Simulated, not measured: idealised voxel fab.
Process module name: voxel ribs on slabs
This is section cut - it's 270 nm across, gridded in 5 nm square cells.
In this document a cross-section is written as a grid of square cells. It is given as a series of bands, listed from the top down, and a band is one or more rows of cells.
Quick guide to a band line: top height, bottom height (nm) up front; then every material left to right with its width in nm. Only one material and it's marked "all across"? Then it fills the band edge to edge. And "air" just means empty space.
Beneath 0, the wafer as received is one material, and that level is where height counting begins. The lowest band goes on downward without a bottom; it is written like "0 nm and below".
It should be noted that a width expressed as "30 to 40" varies in equal increments from row to row of cells within the band, taking the value of the first number at the top row and that of the second number at the bottom row.
"no change occurred" for a step: no cell of the cross-section changed in that step.
Listed in "Entrapped voids": every empty space of 8 or more cells without an open way to the top. Form: width x height at distance, the distance being from the left edge, all in nm.
Where a step's line continues beyond its settings, the continuation is a remark by the simulator itself on that step.
overlay nm: mask offset rightward from planned place, masked step; negative means leftward offset.

## Planned step list for the process
- 1: RECEIVE | material Si
- 2: DIRECTIONAL_DEP | material SiO2 | thk nm 20
- 3: DIRECTIONAL_DEP | material SiN | thk nm 15
- 4: MASKED_ETCH | tone cover | mask id RIB | width nm 15 | etch materials SiN | depth nm 5 | overlay nm 0
- 5: DIRECTIONAL_DEP | material aC | thk nm 10
- 6: PATTERN | tone cover | mask id SLAB | material resist | width nm 65 | thk nm 30 | overlay nm 0
- 7: DIRECTIONAL_ETCH | etch materials aC | depth nm 10
- 8: STRIP | etch materials resist
- 9: DIRECTIONAL_ETCH | etch materials SiN | depth nm 10
- 10: STRIP | etch materials aC
- 11: FILL_DEP | material SiO2 | thk nm 20
- 12: CMP | height nm 50
- 13: DIRECTIONAL_DEP | material W | thk nm 5
- 14: PATTERN | tone cover | mask id HEATER | material resist | width nm 25 | thk nm 20 | overlay nm 0
- 15: DIRECTIONAL_ETCH | etch materials W | depth nm 5
- 16: STRIP | etch materials resist
- 17: CONFORMAL_DEP | material SiO2 | thk nm 10

## As-received state of the wafer in cross-section, equivalent to post-step 1
- 0 nm and below | Si all across
- Entrapped voids: none

## Cross-sectional image of the first of two wafers at the end of the module, the run having proceeded as planned
- 65 nm to 60 nm | air 110 / SiO2 45 / air 115
- 60 nm to 55 nm | SiO2 all across
- 55 nm to 50 nm | SiO2 120 / W 25 / SiO2 125
- 50 nm to 35 nm | SiO2 all across
- 35 nm to 30 nm | SiO2 125 / SiN 15 / SiO2 130
- 30 nm to 20 nm | SiO2 100 / SiN 65 / SiO2 105
- 20 nm to 0 nm | SiO2 all across
- 0 nm and below | Si all across
- Entrapped voids: none

## Second wafer of the two, sectioned at the end of the module. It began like the first and followed the same plan, but one mistake was made while running it
- 65 nm to 60 nm | air 110 / SiO2 45 / air 115
- 60 nm to 55 nm | SiO2 all across
- 55 nm to 50 nm | SiO2 120 / W 25 / SiO2 125
- 50 nm to 35 nm | SiO2 all across
- 35 nm to 30 nm | SiO2 100 / SiN 25 / SiO2 15 / SiN 25 / SiO2 105
- 30 nm to 25 nm | SiO2 100 / SiN 65 / SiO2 105
- 25 nm to 20 nm | SiN all across
- 20 nm to 0 nm | SiO2 all across
- 0 nm and below | Si all across
- Entrapped voids: none
Run error: in deviation from the planned setting, step 4 was conducted as MASKED_ETCH | tone open | mask id RIB | width nm 15 | etch materials SiN | depth nm 5 | overlay nm 0
at the end the second wafer has, in cells: SiN: 48 more; SiO2: 48 fewer
